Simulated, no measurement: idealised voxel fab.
Process module name: voxel self aligned vias
Displayed cross-section: cut, width of 225 nm, square cells sized 5 nm.
We lay out every cross-section as a grid of square cells and spell it out in bands from the top down, where one band means one or more rows of cells.
Band entry format. Leading values: height of top, height of bottom, nm. Remainder: materials in left-to-right order, each with its width in nm. Special words: "all across" on a single material, which then fills the band edge to edge; "empty", empty space.
Height datum 0, below which the as-received substrate wafer is one material. Lowest band open at the bottom, running downward: "top 0, no bottom".
Width: "30 to 40" (first number = top row, second number = bottom row, same change from row to row of cells).
Take "remained unchanged" at face value: in the step it is given for, the cross-section changed in none of its cells.
Entry "closed voids". Content: empty spaces with no open connection to the top, size 8 cells or greater. Each: width x height at distance. Distance: from left edge. Unit: nm.
Post-settings text on a step line: simulator's own remark regarding the step.
A step line may carry the setting "overlay nm", which, for steps involving a mask, states the distance by which the mask lay to the right of its intended position; negative values denote displacement to the left.
## The process steps that were planned are listed below
1 RECEIVE, material Si
2 CONFORMAL_DEP, material SiO2, thk nm 15
3 CONFORMAL_DEP, material SiCN, thk nm 5
4 DIRECTIONAL_DEP, material SiO2, thk nm 20
5 DIRECTIONAL_DEP, material aC, thk nm 10
6 PATTERN, tone open, mask id LINES, material resist, width nm 20, pitch nm 45, thk nm 30, overlay nm 0
7 DIRECTIONAL_ETCH, etch materials aC, depth nm 10
8 STRIP, etch materials resist
9 DIRECTIONAL_ETCH, etch materials SiO2, depth nm 20
10 STRIP, etch materials aC
11 CONFORMAL_DEP, material TiN, thk nm 5
12 FILL_DEP, material Ru, thk nm 5
13 CMP, height nm 40
14 SELECTIVE_ETCH, etch materials W Ru TiN, depth nm 10
15 FILL_DEP, material SiN, thk nm 10
16 CMP, height nm 40
17 DIRECTIONAL_DEP, material SiO2, thk nm 20
18 MASKED_ETCH, tone open, mask id VIAS, width nm 30, pitch nm 90, etch materials SiO2, depth nm 20, overlay nm 0
19 MASKED_ETCH, tone open, mask id VIAS, width nm 30, pitch nm 90, etch materials SiN, depth nm 10, overlay nm 0
20 CONFORMAL_DEP, material TiN, thk nm 5
21 FILL_DEP, material W, thk nm 10
22 CMP, height nm 60
23 CONFORMAL_DEP, material SiCN, thk nm 5
## Cross-section: wafer on arrival = after step 1
top 0, no bottom: Si all across
closed voids: none
## Post-module cross-section: identical start and plan to those above, one misstep in execution
top 65, bottom 60: SiCN all across
top 60, bottom 45: SiO2 50, then TiN 5, then W 20, then TiN 5, then SiO2 60, then TiN 5, then W 20, then TiN 5, then SiO2 55
top 45, bottom 40: SiO2 50, then TiN 30, then SiO2 60, then TiN 30, then SiO2 55
top 40, bottom 30: SiN 50, then TiN 5, then SiO2 20, then TiN 5, then SiN 20, then SiO2 20, then SiN 20, then TiN 5, then SiO2 20, then TiN 5, then SiN 55
top 30, bottom 25: Ru 50, then TiN 5, then SiO2 20, then TiN 5, then Ru 15, then TiN 5, then SiO2 20, then TiN 5, then Ru 15, then TiN 5, then SiO2 20, then TiN 5, then Ru 55
top 25, bottom 20: TiN 55, then SiO2 20, then TiN 25, then SiO2 20, then TiN 25, then SiO2 20, then TiN 60
top 20, bottom 15: SiCN all across
top 15, bottom 0: SiO2 all across
top 0, no bottom: Si all across
closed voids: none
Deviation from plan: step 6: run off-plan, actual operation and settings PATTERN, tone cover, mask id LINES, material resist, width nm 20, pitch nm 45, thk nm 30, overlay nm 0
